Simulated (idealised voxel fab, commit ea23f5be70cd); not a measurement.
Process module name: voxel fin reveal
Cross-sectional view cut (width: 215 nm; square cell size: 5 nm).
In this document a cross-section is written as a grid of square cells. It is given as a series of bands, listed from the top down, and a band is one or more rows of cells. Heads up on the band format: heights come first, top then bottom, in nm. After that it's the materials left to right, each with its width in nm. A single material flagged "all across" fills the whole band edge to edge, and "air" means there's empty space there. It should be noted that heights are counted from 0, beneath which the wafer as supplied is of one material throughout, and that the lowest band possesses no lower boundary but continues downward, as written in "0 nm and below". Quick explanation for "30->40": the width changes in equal steps down the rows of cells, from the first number in the band's top row to the second number in its bottom row. Where the words "nothing got changed" appear for a step, the cross-section shows no cell changed by that step; every cell remained as before. Reported under the label "Enclosed internal voids" are the empty spaces having no open way to the top and comprising 8 cells or more; the notation for each is width x height at distance, in which the distance is measured from the left edge and all three values are in nm. If you see something after the settings on a step's line, that's the simulator's own remark about that step. overlay nm: for a step with a mask, the amount by which the mask lay right of where it was planned; a negative amount means left of it.
-- Steps in the process plan
step 1: RECEIVE | material Si
step 2: CONFORMAL_DEP | material SiN | thk nm 10
step 3: DIRECTIONAL_DEP | material aC | thk nm 10
step 4: PATTERN | tone cover | mask id FINS | material resist | width nm 15 | pitch nm 40 | thk nm 25 | overlay nm 0
step 5: DIRECTIONAL_ETCH | etch materials aC | depth nm 10
step 6: STRIP | etch materials resist
step 7: DIRECTIONAL_ETCH | etch materials SiN | depth nm 10
step 8: DIRECTIONAL_ETCH | etch materials Si | depth nm 30
step 9: STRIP | etch materials aC
step 10: OXIDIZE | depth nm 5
step 11: FILL_DEP | material SiO2 | thk nm 10
step 12: CMP | height nm 10
step 13: SELECTIVE_ETCH | etch materials SiO2 | depth nm 25
step 14: STRIP | etch materials SiN
-- First wafer, two in total, run as planned
-- This is the cross-section of the wafer as we received it, i.e. after step 1
> 0 nm and below = Si all across
> Enclosed internal voids: none
-- Presented here is a cross-section of the wafer after step 2 has been performed
> 10 nm to 0 nm = SiN all across
> Lower than 0, everything is as it was.
-- Presented here is a cross-section of the wafer after step 3 has been performed
> 20 nm to 10 nm = aC all across
> Lower than 10, everything is as it was.
-- Presented here is a cross-section of the wafer after step 4 has been performed
> 45 nm to 20 nm = air 60 nm, resist 15 nm, air 25 nm, resist 15 nm, air 25 nm, resist 15 nm, air 60 nm
> Lower than 20, everything is as it was.
-- Presented here is a cross-section of the wafer after step 5 has been performed
> 35 nm to 20 nm = air 60 nm, resist 15 nm, air 25 nm, resist 15 nm, air 25 nm, resist 15 nm, air 60 nm
> 20 nm to 10 nm = air 60 nm, aC 15 nm, air 25 nm, aC 15 nm, air 25 nm, aC 15 nm, air 60 nm
> Lower than 10, everything is as it was.
-- Presented here is a cross-section of the wafer after step 6 has been performed
> 20 nm to 10 nm = air 60 nm, aC 15 nm, air 25 nm, aC 15 nm, air 25 nm, aC 15 nm, air 60 nm
> Lower than 10, everything is as it was.
-- Presented here is a cross-section of the wafer after step 7 has been performed
> 20 nm to 10 nm = air 60 nm, aC 15 nm, air 25 nm, aC 15 nm, air 25 nm, aC 15 nm, air 60 nm
> 10 nm to 0 nm = air 60 nm, SiN 15 nm, air 25 nm, SiN 15 nm, air 25 nm, SiN 15 nm, air 60 nm
> Lower than 0, everything is as it was.
-- Presented here is a cross-section of the wafer after step 8 has been performed
> 20 nm to 10 nm = air 60 nm, aC 15 nm, air 25 nm, aC 15 nm, air 25 nm, aC 15 nm, air 60 nm
> 10 nm to 0 nm = air 60 nm, SiN 15 nm, air 25 nm, SiN 15 nm, air 25 nm, SiN 15 nm, air 60 nm
> 0 nm to -30 nm = air 60 nm, Si 15 nm, air 25 nm, Si 15 nm, air 25 nm, Si 15 nm, air 60 nm
> Lower than -30, everything is as it was.
-- Presented here is a cross-section of the wafer after step 9 has been performed
> 10 nm to 0 nm = air 60 nm, SiN 15 nm, air 25 nm, SiN 15 nm, air 25 nm, SiN 15 nm, air 60 nm
> Lower than 0, everything is as it was.
-- Presented here is a cross-section of the wafer after step 10 has been performed
> 10 nm to 0 nm = air 60 nm, SiN 15 nm, air 25 nm, SiN 15 nm, air 25 nm, SiN 15 nm, air 60 nm
> 0 nm to -30 nm = air 60 nm, SiO2 5 nm, Si 5 nm, SiO2 5 nm, air 25 nm, SiO2 5 nm, Si 5 nm, SiO2 5 nm, air 25 nm, SiO2 5 nm, Si 5 nm, SiO2 5 nm, air 60 nm
> -30 nm to -35 nm = SiO2 65 nm, Si 5 nm, SiO2 35 nm, Si 5 nm, SiO2 35 nm, Si 5 nm, SiO2 65 nm
> Lower than -35, everything is as it was.
-- Presented here is a cross-section of the wafer after step 11 has been performed
> 20 nm to 10 nm = SiO2 all across
> 10 nm to 0 nm = SiO2 60 nm, SiN 15 nm, SiO2 25 nm, SiN 15 nm, SiO2 25 nm, SiN 15 nm, SiO2 60 nm
> 0 nm to -35 nm = SiO2 65 nm, Si 5 nm, SiO2 35 nm, Si 5 nm, SiO2 35 nm, Si 5 nm, SiO2 65 nm
> Lower than -35, everything is as it was.
-- Presented here is a cross-section of the wafer after step 12 has been performed
> 10 nm to 0 nm = SiO2 60 nm, SiN 15 nm, SiO2 25 nm, SiN 15 nm, SiO2 25 nm, SiN 15 nm, SiO2 60 nm
> Lower than 0, everything is as it was.
-- Presented here is a cross-section of the wafer after step 13 has been performed
> 10 nm to 0 nm = air 60 nm, SiN 15 nm, air 25 nm, SiN 15 nm, air 25 nm, SiN 15 nm, air 60 nm
> 0 nm to -15 nm = air 65 nm, Si 5 nm, air 35 nm, Si 5 nm, air 35 nm, Si 5 nm, air 65 nm
> Lower than -15, everything is as it was.
-- Presented here is a cross-section of the wafer after step 14 has been performed
> 0 nm to -15 nm = air 65 nm, Si 5 nm, air 35 nm, Si 5 nm, air 35 nm, Si 5 nm, air 65 nm
> Lower than -15, everything is as it was.
-- The second wafer: identical to the first at the outset and in its planned sequence, differing only in that one mistake was made during processing; up to and including step 7, its path is the first wafer's path
-- Here is the second wafer in cross-section at the point where step 8 of the plan should have been done
> 20 nm to 10 nm = air 60 nm, aC 15 nm, air 25 nm, aC 15 nm, air 25 nm, aC 15 nm, air 60 nm
> 10 nm to 0 nm = air 60 nm, SiN 15 nm, air 25 nm, SiN 15 nm, air 25 nm, SiN 15 nm, air 60 nm
> 0 nm to -40 nm = air 60 nm, Si 15 nm, air 25 nm, Si 15 nm, air 25 nm, Si 15 nm, air 60 nm
> Lower than -40, everything is as it was.
-- Here is the second wafer in cross-section at the point where step 9 of the plan should have been done
> 10 nm to 0 nm = air 60 nm, SiN 15 nm, air 25 nm, SiN 15 nm, air 25 nm, SiN 15 nm, air 60 nm
> Lower than 0, everything is as it was.
-- Here is the second wafer in cross-section at the point where step 10 of the plan should have been done
> 10 nm to 0 nm = air 60 nm, SiN 15 nm, air 25 nm, SiN 15 nm, air 25 nm, SiN 15 nm, air 60 nm
> 0 nm to -40 nm = air 60 nm, SiO2 5 nm, Si 5 nm, SiO2 5 nm, air 25 nm, SiO2 5 nm, Si 5 nm, SiO2 5 nm, air 25 nm, SiO2 5 nm, Si 5 nm, SiO2 5 nm, air 60 nm
> -40 nm to -45 nm = SiO2 65 nm, Si 5 nm, SiO2 35 nm, Si 5 nm, SiO2 35 nm, Si 5 nm, SiO2 65 nm
> Lower than -45, everything is as it was.
-- Here is the second wafer in cross-section at the point where step 11 of the plan should have been done
> 20 nm to 10 nm = SiO2 all across
> 10 nm to 0 nm = SiO2 60 nm, SiN 15 nm, SiO2 25 nm, SiN 15 nm, SiO2 25 nm, SiN 15 nm, SiO2 60 nm
> 0 nm to -45 nm = SiO2 65 nm, Si 5 nm, SiO2 35 nm, Si 5 nm, SiO2 35 nm, Si 5 nm, SiO2 65 nm
> Lower than -45, everything is as it was.
-- Here is the second wafer in cross-section at the point where step 12 of the plan should have been done
> 10 nm to 0 nm = SiO2 60 nm, SiN 15 nm, SiO2 25 nm, SiN 15 nm, SiO2 25 nm, SiN 15 nm, SiO2 60 nm
> Lower than 0, everything is as it was.
-- Here is the second wafer in cross-section at the point where step 13 of the plan should have been done
> 10 nm to 0 nm = air 60 nm, SiN 15 nm, air 25 nm, SiN 15 nm, air 25 nm, SiN 15 nm, air 60 nm
> 0 nm to -15 nm = air 65 nm, Si 5 nm, air 35 nm, Si 5 nm, air 35 nm, Si 5 nm, air 65 nm
> Lower than -15, everything is as it was.
-- Here is the second wafer in cross-section at the point where step 14 of the plan should have been done
> 0 nm to -15 nm = air 65 nm, Si 5 nm, air 35 nm, Si 5 nm, air 35 nm, Si 5 nm, air 65 nm
> Lower than -15, everything is as it was.
Where did the run depart from the plan? step 8 changed vs plan, executed as DIRECTIONAL_ETCH | etch materials Si | depth nm 40
In the final state, the cell counts of the second wafer exceed or fall short of those of the first for the following materials: Si: 80 fewer | SiO2: 80 more
